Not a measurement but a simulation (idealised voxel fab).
voxel spacer lines: a process module
Cross-section cut spans 295 nm and uses square cells 5 nm in size.
How to read a cross-section here: the picture is a grid of square cells, written as bands going from the top down, and any band can span one or more rows of cells. Look at the band entry: it leads with the top's height and the bottom's height in nm. Then it lists the materials left to right, with a width in nm for each. The word "throughout" on a single material says that material fills the band edge to edge. The word "air" is empty space. Heights are measured from 0, the level below which the as-received wafer is all one material; the lowest band has no bottom and continues downward, written as in "z 0 and below". A two-number width, for instance "30 to 40", indicates that the width is equal to the first number in the top row of the band and to the second number in the bottom row, and that it changes by a constant amount per row of cells. Step note "no change occurred" = no cross-section cell changed. "Sealed-off cavities" lists enclosed empty spaces (at least 8 cells, no open path upward to the top), each as width x height at distance from the left edge, in nm. If you see something after the settings on a step's line, that's the simulator's own remark about that step. overlay nm: right-of-plan distance of the mask on a masked step; negative values mean left-of-plan.
# Intended process steps
- 1: RECEIVE (material Si)
- 2: CONFORMAL_DEP (material Al2O3; thk nm 10)
- 3: DIRECTIONAL_DEP (material TiN; thk nm 10)
- 4: DIRECTIONAL_DEP (material aC; thk nm 20)
- 5: PATTERN (tone cover; mask id MANDREL; material resist; width nm 25; pitch nm 70; thk nm 25; overlay nm -15)
- 6: DIRECTIONAL_ETCH (etch materials aC; depth nm 20)
- 7: STRIP (etch materials resist)
- 8: CONFORMAL_DEP (material SiO2; thk nm 10)
- 9: DIRECTIONAL_ETCH (etch materials SiO2; depth nm 10)
- 10: STRIP (etch materials aC)
- 11: DIRECTIONAL_ETCH (etch materials TiN; depth nm 10)
- 12: STRIP (etch materials SiO2)
- 13: FILL_DEP (material SiO2; thk nm 5)
- 14: CMP (height nm 20)
The overlay nm used in step 5 is not the same on every wafer, whereas the starting condition is; the value printed in the plan is the first wafer's.
# Cross-section of the first incoming wafer of several, state after step 1
- z 0 and below = Si throughout
- Sealed-off cavities: none
# Module end state after final step 14: cross-section of the first of several wafers
- z 20 to 10 = SiO2 40 nm / TiN 10 nm / SiO2 25 nm / TiN 10 nm / SiO2 25 nm / TiN 10 nm / SiO2 25 nm / TiN 10 nm / SiO2 25 nm / TiN 10 nm / SiO2 25 nm / TiN 10 nm / SiO2 70 nm
- z 10 to 0 = Al2O3 throughout
- z 0 and below = Si throughout
- Sealed-off cavities: none
# Cross-section of the last wafer at end of module
- z 20 to 10 = SiO2 70 nm / TiN 10 nm / SiO2 25 nm / TiN 10 nm / SiO2 25 nm / TiN 10 nm / SiO2 25 nm / TiN 10 nm / SiO2 25 nm / TiN 10 nm / SiO2 25 nm / TiN 10 nm / SiO2 40 nm
- z 10 to 0 = Al2O3 throughout
- z 0 and below = Si throughout
- Sealed-off cavities: none
# Wafer rows, end of module: cells per material gained (+) or lost (-) since receipt; closed voids last
overlay nm -15, +118 Al2O3, +94 SiO2, +24 TiN, Sealed-off cavities: none
overlay nm -10, +118 Al2O3, +94 SiO2, +24 TiN, Sealed-off cavities: none
overlay nm -5, +118 Al2O3, +94 SiO2, +24 TiN, Sealed-off cavities: none
overlay nm 0, +118 Al2O3, +94 SiO2, +24 TiN, Sealed-off cavities: none
overlay nm 5, +118 Al2O3, +94 SiO2, +24 TiN, Sealed-off cavities: none
overlay nm 10, +118 Al2O3, +94 SiO2, +24 TiN, Sealed-off cavities: none
overlay nm 15, +118 Al2O3, +94 SiO2, +24 TiN, Sealed-off cavities: none
